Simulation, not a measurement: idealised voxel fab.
Title: Process Module voxel local oxidation
Displayed cross-section: cut, width of 155 nm, square cells sized 5 nm.
When this document writes out a cross-section, it uses a grid of square cells and lists it as bands, beginning at the top and moving down, with a band standing for one or more rows of cells.
Top height, bottom height, nm. Materials left to right, width each, nm. Single material + "all across" = fills band edge to edge. "air" = empty.
For the purposes of this specification, 0 denotes the height below which the wafer in its as-received condition is composed wholly of one material, and the lowermost band, lacking a lower limit, extends downward without end, as expressed in "top 0, no bottom".
You'd read "30 to 40" like this: the band's top row of cells is as wide as the first number, its bottom row is as wide as the second, and going down, every row changes width by the same amount as the row before did.
Basically "no change" means that step didn't change any cell in the cross-section.
Listed in "Closed cavities": every empty space of 8 or more cells without an open way to the top. Form: width x height at distance, the distance being from the left edge, all in nm.
If you see something after the settings on a step's line, that's the simulator's own remark about that step.
Among the settings permitted on a step's line is "overlay nm"; applied to a step with a mask, it specifies the extent to which the mask lay to the right of its planned position, whereas a negative figure signifies a position to the left.

Here's what the planned process steps look like:
1,RECEIVE with material Si
2,CONFORMAL_DEP with material SiO2, thk nm 5
3,CONFORMAL_DEP with material SiN, thk nm 10
4,DIRECTIONAL_DEP with material aC, thk nm 15
5,PATTERN with tone cover, mask id ACTIVE, material resist, width nm 90, thk nm 35, overlay nm 0
6,DIRECTIONAL_ETCH with etch materials aC, depth nm 15
7,STRIP with etch materials resist
8,DIRECTIONAL_ETCH with etch materials SiN, depth nm 10
9,STRIP with etch materials aC
10,SELECTIVE_ETCH with etch materials SiO2, depth nm 5
11,OXIDIZE with depth nm 10
12,STRIP with etch materials SiN

Account of the first of two wafers, which was processed as intended:

Cross-section of the incoming wafer, state after step 1:
top 0, no bottom: Si all across
Closed cavities: none

Upon completion of step 2, the wafer appears in cross-section as shown:
top 5, bottom 0: SiO2 all across
Nothing below the height 0 has changed.

Upon completion of step 3, the wafer appears in cross-section as shown:
top 15, bottom 5: SiN all across
Nothing below the height 5 has changed.

Upon completion of step 4, the wafer appears in cross-section as shown:
top 30, bottom 15: aC all across
Nothing below the height 15 has changed.

Upon completion of step 5, the wafer appears in cross-section as shown:
top 65, bottom 30: air (30); resist (90); air (35)
Nothing below the height 30 has changed.

Upon completion of step 6, the wafer appears in cross-section as shown:
top 50, bottom 30: air (30); resist (90); air (35)
top 30, bottom 15: air (30); aC (90); air (35)
Nothing below the height 15 has changed.

Upon completion of step 7, the wafer appears in cross-section as shown:
top 30, bottom 15: air (30); aC (90); air (35)
Nothing below the height 15 has changed.

Upon completion of step 8, the wafer appears in cross-section as shown:
top 30, bottom 15: air (30); aC (90); air (35)
top 15, bottom 5: air (30); SiN (90); air (35)
Nothing below the height 5 has changed.

Upon completion of step 9, the wafer appears in cross-section as shown:
top 15, bottom 5: air (30); SiN (90); air (35)
Nothing below the height 5 has changed.

Upon completion of step 10, the wafer appears in cross-section as shown:
top 15, bottom 5: air (30); SiN (90); air (35)
top 5, bottom 0: air (35); SiO2 (80); air (40)
Nothing below the height 0 has changed.

Upon completion of step 11, the wafer appears in cross-section as shown:
top 15, bottom 5: air (30); SiN (90); air (35)
top 5, bottom 0: air (35); SiO2 (80); air (40)
top 0, bottom -10: SiO2 (45); Si (60); SiO2 (50)
Nothing below the height -10 has changed.

Upon completion of step 12, the wafer appears in cross-section as shown:
top 5, bottom 0: air (35); SiO2 (80); air (40)
Nothing below the height 0 has changed.

Second Wafer (Identical Start and Plan, One Processing Error; Matches First Wafer Through Step 3):

What the second wafer looks like in cross-section when step 4 should have wrapped up:
top 30, bottom 15: SiO2 all across
Nothing below the height 15 has changed.

What the second wafer looks like in cross-section when step 5 should have wrapped up:
top 65, bottom 30: air (30); resist (90); air (35)
Nothing below the height 30 has changed.

What the second wafer looks like in cross-section when step 6 should have wrapped up:
top 50, bottom 30: air (30); resist (90); air (35)
Nothing below the height 30 has changed.

What the second wafer looks like in cross-section when step 7 should have wrapped up:
top 30, bottom 15: SiO2 all across
Nothing below the height 15 has changed.

What the second wafer looks like in cross-section when step 8 should have wrapped up: no change

What the second wafer looks like in cross-section when step 9 should have wrapped up: no change

What the second wafer looks like in cross-section when step 10 should have wrapped up:
top 25, bottom 15: SiO2 all across
Nothing below the height 15 has changed.

What the second wafer looks like in cross-section when step 11 should have wrapped up: no change

What the second wafer looks like in cross-section when step 12 should have wrapped up: no change
Diagnosis: note that step 4 departed from the planned setting and was carried out as DIRECTIONAL_DEP with material SiO2, thk nm 15
Per the end-of-run cell counts, the second wafer holds more or fewer of some materials than the first: +38 Si | +62 SiN | +39 SiO2
